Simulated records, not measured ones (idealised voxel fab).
process module | voxel lift off
cross-section cut | 200 nm wide | cells 5 nm
A cross-section is a grid of square cells, given in bands from the top down. A band is one or more rows of cells.
Each band's line starts with the height of the band's top and of its bottom, in nm. Then come its materials from left to right, each with its width in nm. One material with "throughout" fills the band from edge to edge. "air" is empty space.
Height 0 is the level under which the wafer as received is all one material. The lowest band goes on downwards, as in "0 down".
A width such as "30 to 40" changes by the same amount from each row of cells to the next, from the band's top row to its bottom row.
"no change" after a step means that no cell of the cross-section changed.
closed voids: empty space of 8 cells or more with no open way to the top, each as width x height at its distance from the left edge, in nm
after a step's settings: what the simulator itself notes on the step
overlay nm, on a step with a mask: how far to the right of its planned place the mask lay; to the left if negative
plan
1 op RECEIVE | material Si
2 op CONFORMAL_DEP | material SiN | thk nm 5
3 op PATTERN | tone open | mask id LINES | material resist | width nm 15 | pitch nm 40 | thk nm 30 | overlay nm 0
4 op DIRECTIONAL_DEP | material Ru | thk nm 15
5 op STRIP | etch materials resist
6 op CONFORMAL_DEP | material SiO2 | thk nm 10
varied across the wafers: thk nm of step 2. The plan shows the first wafer's value. All wafers start alike
first wafer as received, after step 1
  0 down: Si throughout
  closed voids: none
first wafer at the end, after step 6
  30 to 20: air 60 | SiO2 35 | air 5 | SiO2 35 | air 65
  20 to 15: air 60 | SiO2 10 | Ru 15 | SiO2 10 | air 5 | SiO2 10 | Ru 15 | SiO2 10 | air 65
  15 to 5: SiO2 70 | Ru 15 | SiO2 25 | Ru 15 | SiO2 75
  5 to 0: SiN throughout
  0 down: Si throughout
  closed voids: none
last wafer at the end
  50 to 40: air 60 | SiO2 35 | air 5 | SiO2 35 | air 65
  40 to 35: air 60 | SiO2 10 | Ru 15 | SiO2 10 | air 5 | SiO2 10 | Ru 15 | SiO2 10 | air 65
  35 to 25: SiO2 70 | Ru 15 | SiO2 25 | Ru 15 | SiO2 75
  25 to 0: SiN throughout
  0 down: Si throughout
  closed voids: none
each wafer at the end: cells of each material gained (+) or lost (-) since it was received, then its closed voids
thk nm 5 | +18 Ru | +40 SiN | +104 SiO2 | closed voids: none
thk nm 10 | +18 Ru | +80 SiN | +104 SiO2 | closed voids: none
thk nm 15 | +18 Ru | +120 SiN | +104 SiO2 | closed voids: none
thk nm 20 | +18 Ru | +160 SiN | +104 SiO2 | closed voids: none
thk nm 25 | +18 Ru | +200 SiN | +104 SiO2 | closed voids: none
